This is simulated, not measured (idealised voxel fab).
Proc. module: voxel released beams
Xsec cut, 250 nm wide, square cell size 5 nm.
Square cells in a grid make up a cross-section in this document, and the grid is given as bands, listed from the top down, each one or more rows of cells.
The band entry comprises the height of the band's top followed by the height of its bottom, expressed in nm, and subsequently the band's materials from left to right, each stated together with its width in nm. Where a single material is marked with the word "everywhere", that material fills the band from edge to edge. The word "empty" represents empty space.
Below 0: as-received wafer, all one material; heights counted from there. Lowest band: no bottom, goes on down, written "0 down".
The expression "30 to 40" gives the width at the extremes of the band, the first number at its top row of cells and the second at its bottom row, with the width changing by equal amounts from each row to the next in between.
Reading "identical to before" for a step: not a cell of the cross-section changed in it.
Look at "Enclosed cavities" for the closed voids: empty spaces with no open path to the top, sized 8 cells or up. Each is width x height at distance, distance from the left edge, all nm.
What comes after the settings on a step's line is commentary from the simulator itself on that step.
If you see "overlay nm" on a step's line and that step has a mask, it's telling you how far right of where it was planned the mask ended up; a negative number means it went left instead.
## So here's the lineup of process steps we planned
- 1: op RECEIVE | material Si
- 2: op CONFORMAL_DEP | material SiN | thk nm 5
- 3: op DIRECTIONAL_DEP | material SiO2 | thk nm 10
- 4: op PATTERN | tone open | mask id ANCHOR | material resist | width nm 25 | thk nm 15 | overlay nm 0
- 5: op DIRECTIONAL_ETCH | etch materials SiO2 | depth nm 10
- 6: op STRIP | etch materials resist
- 7: op CONFORMAL_DEP | material W | thk nm 10
- 8: op DIRECTIONAL_DEP | material aC | thk nm 10
- 9: op PATTERN | tone cover | mask id BEAM | material resist | width nm 70 | thk nm 25 | overlay nm 0
- 10: op DIRECTIONAL_ETCH | etch materials aC | depth nm 10
- 11: op STRIP | etch materials resist
- 12: op DIRECTIONAL_ETCH | etch materials W | depth nm 10
- 13: op STRIP | etch materials aC
- 14: op STRIP | etch materials SiO2
## Wafer cross-section on receipt, i.e. after step 1
0 down = Si everywhere
Enclosed cavities: none
## Module complete - cross-section of the first of two wafers, run according to plan
25 to 15 = 85 nm empty / 15 nm W / 5 nm empty / 50 nm W / 95 nm empty
15 to 5 = 90 nm empty / 25 nm W / 135 nm empty
5 to 0 = SiN everywhere
0 down = Si everywhere
Enclosed cavities: none
## End of module, second wafer, cross-section. Started like the first, planned like the first, run with one mistake
25 to 15 = 95 nm empty / 5 nm W / 5 nm empty / 60 nm W / 85 nm empty
15 to 5 = 90 nm empty / 25 nm W / 135 nm empty
5 to 0 = SiN everywhere
0 down = Si everywhere
Enclosed cavities: none
Want to know what went wrong? the process deviated at step 9: the operation and settings actually run there were op PATTERN | tone cover | mask id BEAM | material resist | width nm 70 | thk nm 25 | overlay nm 10
at the end the second wafer has, in cells: as many of each material as the first, in other places
